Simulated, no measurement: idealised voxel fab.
Process module under the name voxel gate over fins
The cross-section on display is named cut; it measures 275 nm wide, and its cells are 5 nm squares.
A cross-section is a grid of square cells, given in bands from the top down. A band is one or more rows of cells.
Look at the band entry: it leads with the top's height and the bottom's height in nm. Then it lists the materials left to right, with a width in nm for each. The word "full width" on a single material says that material fills the band edge to edge. The word "blank" is empty space.
All heights in this document are referenced to 0, defined as the level beneath which the wafer, as received, consists entirely of one material. The lowest band is not bounded below; it extends indefinitely downward and is written in the form "0 down".
A width given as "30->40" starts at the first number in the band's top row and ends at the second number in its bottom row, shifting by an equal amount at every step from row to row.
You'll sometimes find "nothing changed" written for a step, and that's the way of saying that nowhere in the cross-section did a cell change during that step.
Closed-off voids of 8+ cells (no open route to the top) go in "Fully closed voids", written width x height at distance from the left edge, in nm.
It should be noted that, on the line of a given step, the content following the step's settings is a remark produced by the simulator itself with respect to that step.
Among the settings permitted on a step's line is "overlay nm"; applied to a step with a mask, it specifies the extent to which the mask lay to the right of its planned position, whereas a negative figure signifies a position to the left.
## Steps in the process plan
1) RECEIVE | material Si
2) CONFORMAL_DEP | material SiN | thk nm 10
3) MASKED_ETCH | tone cover | mask id FINS | width nm 15 | pitch nm 55 | etch materials SiN | depth nm 10 | overlay nm -15
4) MASKED_ETCH | tone cover | mask id FINS | width nm 15 | pitch nm 55 | etch materials Si | depth nm 35 | overlay nm 0
5) FILL_DEP | material SiO2 | thk nm 10
6) CMP | height nm 10
7) PATTERN | tone open | mask id RAIL | material resist | width nm 15 | thk nm 15 | overlay nm 0
8) DIRECTIONAL_ETCH | etch materials SiO2 | depth nm 40
9) STRIP | etch materials resist
10) CONFORMAL_DEP | material TiN | thk nm 5
11) FILL_DEP | material W | thk nm 10
12) CMP | height nm 10
13) SELECTIVE_ETCH | etch materials W Ru TiN | depth nm 30
14) FILL_DEP | material SiO2 | thk nm 5
15) CMP | height nm 10
16) SELECTIVE_ETCH | etch materials SiO2 | depth nm 25
17) STRIP | etch materials SiN
18) CONFORMAL_DEP | material HfO2 | thk nm 5
19) CONFORMAL_DEP | material TiN | thk nm 5
20) CONFORMAL_DEP | material TiAl | thk nm 5
21) CONFORMAL_DEP | material TiN | thk nm 5
22) FILL_DEP | material W | thk nm 10
23) CMP | height nm 25
24) CONFORMAL_DEP | material SiN | thk nm 10
Don't read the plan's overlay nm for step 3 as applying to every wafer: that's the first wafer's value, and the wafers differ in it, though they all start identical.
## As-received cross-section, first of several wafers, post step 1
	0 down | Si full width
	Fully closed voids: none
## The cross-section of the first of several wafers is given below for the end of the module, after its final step, step 24
	35 to 25 | SiN full width
	25 to 20 | W full width
	20 to 15 | 65 nm W; 125 nm TiN; 85 nm W
	15 to 10 | 65 nm W; 5 nm TiN; 115 nm TiAl; 5 nm TiN; 85 nm W
	10 to 5 | 65 nm W; 5 nm TiN; 5 nm TiAl; 50 nm TiN; 5 nm TiAl; 50 nm TiN; 5 nm TiAl; 5 nm TiN; 85 nm W
	5 to 0 | 70 nm TiN; 5 nm TiAl; 5 nm TiN; 40 nm HfO2; 5 nm TiN; 5 nm TiAl; 5 nm TiN; 40 nm HfO2; 5 nm TiN; 5 nm TiAl; 90 nm TiN
	0 to -5 | 75 nm TiAl; 5 nm TiN; 5 nm HfO2; 30 nm Si; 5 nm HfO2; 5 nm TiN; 5 nm TiAl; 5 nm TiN; 5 nm HfO2; 30 nm Si; 5 nm HfO2; 5 nm TiN; 95 nm TiAl
	-5 to -10 | 80 nm TiN; 5 nm HfO2; 30 nm Si; 5 nm HfO2; 15 nm TiN; 5 nm HfO2; 30 nm Si; 5 nm HfO2; 100 nm TiN
	-10 to -15 | 85 nm HfO2; 30 nm Si; 25 nm HfO2; 30 nm Si; 105 nm HfO2
	-15 to -20 | 85 nm SiO2; 30 nm Si; 25 nm SiO2; 30 nm Si; 105 nm SiO2
	-20 to -25 | 85 nm SiO2; 30 nm Si; 10 nm SiO2; 5 nm TiN; 5 nm W; 5 nm TiN; 30 nm Si; 105 nm SiO2
	-25 to -30 | 85 nm SiO2; 30 nm Si; 10 nm SiO2; 15 nm TiN; 30 nm Si; 105 nm SiO2
	-30 to -35 | 85 nm SiO2; 30 nm Si; 25 nm SiO2; 30 nm Si; 105 nm SiO2
	-35 down | Si full width
	Fully closed voids: none
## last wafer at the end
	35 to 25 | SiN full width
	25 to 20 | W full width
	20 to 15 | 80 nm W; 125 nm TiN; 70 nm W
	15 to 10 | 80 nm W; 5 nm TiN; 115 nm TiAl; 5 nm TiN; 70 nm W
	10 to 5 | 80 nm W; 5 nm TiN; 5 nm TiAl; 50 nm TiN; 5 nm TiAl; 50 nm TiN; 5 nm TiAl; 5 nm TiN; 70 nm W
	5 to 0 | 85 nm TiN; 5 nm TiAl; 5 nm TiN; 40 nm HfO2; 5 nm TiN; 5 nm TiAl; 5 nm TiN; 40 nm HfO2; 5 nm TiN; 5 nm TiAl; 75 nm TiN
	0 to -5 | 90 nm TiAl; 5 nm TiN; 5 nm HfO2; 30 nm Si; 5 nm HfO2; 5 nm TiN; 5 nm TiAl; 5 nm TiN; 5 nm HfO2; 30 nm Si; 5 nm HfO2; 5 nm TiN; 80 nm TiAl
	-5 to -10 | 95 nm TiN; 5 nm HfO2; 30 nm Si; 5 nm HfO2; 15 nm TiN; 5 nm HfO2; 30 nm Si; 5 nm HfO2; 85 nm TiN
	-10 to -15 | 100 nm HfO2; 30 nm Si; 25 nm HfO2; 30 nm Si; 90 nm HfO2
	-15 to -20 | 100 nm SiO2; 30 nm Si; 25 nm SiO2; 30 nm Si; 90 nm SiO2
	-20 to -30 | 100 nm SiO2; 30 nm Si; 10 nm TiN; 15 nm SiO2; 30 nm Si; 90 nm SiO2
	-30 to -35 | 100 nm SiO2; 30 nm Si; 25 nm SiO2; 30 nm Si; 90 nm SiO2
	-35 down | Si full width
	Fully closed voids: none
## Where each wafer stands at the end of the module, a row apiece: cells of each material gained (+) or lost (-) since it was received, then closed voids
overlay nm -15 | +67 HfO2 | -301 Si | +110 SiN | +166 SiO2 | +64 TiAl | +133 TiN | +146 W | Fully closed voids: none
overlay nm -10 | +67 HfO2 | -315 Si | +110 SiN | +174 SiO2 | +67 TiAl | +133 TiN | +149 W | Fully closed voids: none
overlay nm -5 | +67 HfO2 | -329 Si | +110 SiN | +182 SiO2 | +67 TiAl | +136 TiN | +152 W | Fully closed voids: none
overlay nm 0 | +67 HfO2 | -343 Si | +110 SiN | +190 SiO2 | +67 TiAl | +139 TiN | +155 W | Fully closed voids: none
overlay nm 5 | +67 HfO2 | -329 Si | +110 SiN | +182 SiO2 | +67 TiAl | +136 TiN | +152 W | Fully closed voids: none
overlay nm 10 | +67 HfO2 | -315 Si | +110 SiN | +174 SiO2 | +67 TiAl | +133 TiN | +149 W | Fully closed voids: none
overlay nm 15 | +67 HfO2 | -301 Si | +110 SiN | +168 SiO2 | +64 TiAl | +132 TiN | +145 W | Fully closed voids: none
